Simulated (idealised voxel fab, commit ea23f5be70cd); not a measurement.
process module | voxel released beams
cross-section cut | 230 nm wide | cells 5 nm
A cross-section is a grid of square cells, given in bands from the top down. A band is one or more rows of cells.
Each band's line starts with the height of the band's top and of its bottom, in nm. Then come its materials from left to right, each with its width in nm. One material with "throughout" fills the band from edge to edge. "air" is empty space.
Height 0 is the level under which the wafer as received is all one material. The lowest band goes on downwards, as in "0 down".
A width such as "30 to 40" changes by the same amount from each row of cells to the next, from the band's top row to its bottom row.
"no change" after a step means that no cell of the cross-section changed.
closed voids: empty space of 8 cells or more with no open way to the top, each as width x height at its distance from the left edge, in nm
after a step's settings: what the simulator itself notes on the step
overlay nm, on a step with a mask: how far to the right of its planned place the mask lay; to the left if negative
plan
1 op RECEIVE | material Si
2 op CONFORMAL_DEP | material SiN | thk nm 5
3 op DIRECTIONAL_DEP | material SiO2 | thk nm 10
4 op DIRECTIONAL_DEP | material aC | thk nm 10
5 op PATTERN | tone open | mask id ANCHOR | material resist | width nm 45 | thk nm 30 | overlay nm 0
6 op DIRECTIONAL_ETCH | etch materials aC | depth nm 10
7 op STRIP | etch materials resist
8 op DIRECTIONAL_ETCH | etch materials SiO2 | depth nm 10
9 op STRIP | etch materials aC
10 op CONFORMAL_DEP | material TiN | thk nm 15
11 op PATTERN | tone cover | mask id BEAM | material resist | width nm 120 | thk nm 15 | overlay nm 0
12 op DIRECTIONAL_ETCH | etch materials TiN | depth nm 15
13 op STRIP | etch materials resist
14 op STRIP | etch materials SiO2
first wafer, as planned
as received, after step 1
  0 down: Si throughout
  closed voids: none
after step 2
  5 to 0: SiN throughout
  below 0: unchanged
after step 3
  15 to 5: SiO2 throughout
  below 5: unchanged
after step 4
  25 to 15: aC throughout
  below 15: unchanged
after step 5
  55 to 25: resist 55 | air 45 | resist 130
  below 25: unchanged
after step 6
  45 to 25: resist 55 | air 45 | resist 130
  25 to 15: aC 55 | air 45 | aC 130
  below 15: unchanged
after step 7
  25 to 15: aC 55 | air 45 | aC 130
  below 15: unchanged
after step 8
  25 to 15: aC 55 | air 45 | aC 130
  15 to 5: SiO2 55 | air 45 | SiO2 130
  below 5: unchanged
after step 9
  15 to 5: SiO2 55 | air 45 | SiO2 130
  below 5: unchanged
after step 10
  30 to 20: TiN 70 | air 15 | TiN 145
  20 to 15: TiN throughout
  15 to 5: SiO2 55 | TiN 45 | SiO2 130
  below 5: unchanged
after step 11
  45 to 30: air 50 | resist 120 | air 60
  30 to 20: TiN 70 | resist 15 | TiN 145
  below 20: unchanged
after step 12
  45 to 30: air 50 | resist 120 | air 60
  30 to 20: air 50 | TiN 20 | resist 15 | TiN 85 | air 60
  20 to 15: air 50 | TiN 120 | air 60
  below 15: unchanged
after step 13
  30 to 20: air 50 | TiN 20 | air 15 | TiN 85 | air 60
  below 20: unchanged
after step 14
  30 to 20: air 50 | TiN 20 | air 15 | TiN 85 | air 60
  20 to 15: air 50 | TiN 120 | air 60
  15 to 5: air 55 | TiN 45 | air 130
  below 5: unchanged
second wafer: like start, like plan, one mistake. Through step 4 it matches the first wafer
when step 5 should have ended
  55 to 25: air 55 | resist 45 | air 130
  below 25: unchanged
when step 6 should have ended
  45 to 25: air 55 | resist 45 | air 130
  25 to 15: air 55 | aC 45 | air 130
  below 15: unchanged
when step 7 should have ended
  25 to 15: air 55 | aC 45 | air 130
  below 15: unchanged
when step 8 should have ended
  25 to 15: air 55 | aC 45 | air 130
  15 to 5: air 55 | SiO2 45 | air 130
  below 5: unchanged
when step 9 should have ended
  15 to 5: air 55 | SiO2 45 | air 130
  below 5: unchanged
when step 10 should have ended
  30 to 20: air 40 | TiN 75 | air 115
  20 to 15: TiN throughout
  15 to 5: TiN 55 | SiO2 45 | TiN 130
  below 5: unchanged
when step 11 should have ended
  45 to 30: air 50 | resist 120 | air 60
  30 to 20: air 40 | TiN 75 | resist 55 | air 60
  below 20: unchanged
when step 12 should have ended
  45 to 30: air 50 | resist 120 | air 60
  30 to 20: air 50 | TiN 65 | resist 55 | air 60
  20 to 15: air 50 | TiN 120 | air 60
  15 to 5: air 40 | TiN 15 | SiO2 45 | TiN 70 | air 60
  below 5: unchanged
when step 13 should have ended
  30 to 20: air 50 | TiN 65 | air 115
  below 20: unchanged
when step 14 should have ended: no change
what went wrong: step 5 ran as: op PATTERN | tone cover | mask id ANCHOR | material resist | width nm 45 | thk nm 30 | overlay nm 0
at the end the second wafer has, in cells: 18 more of SiO2
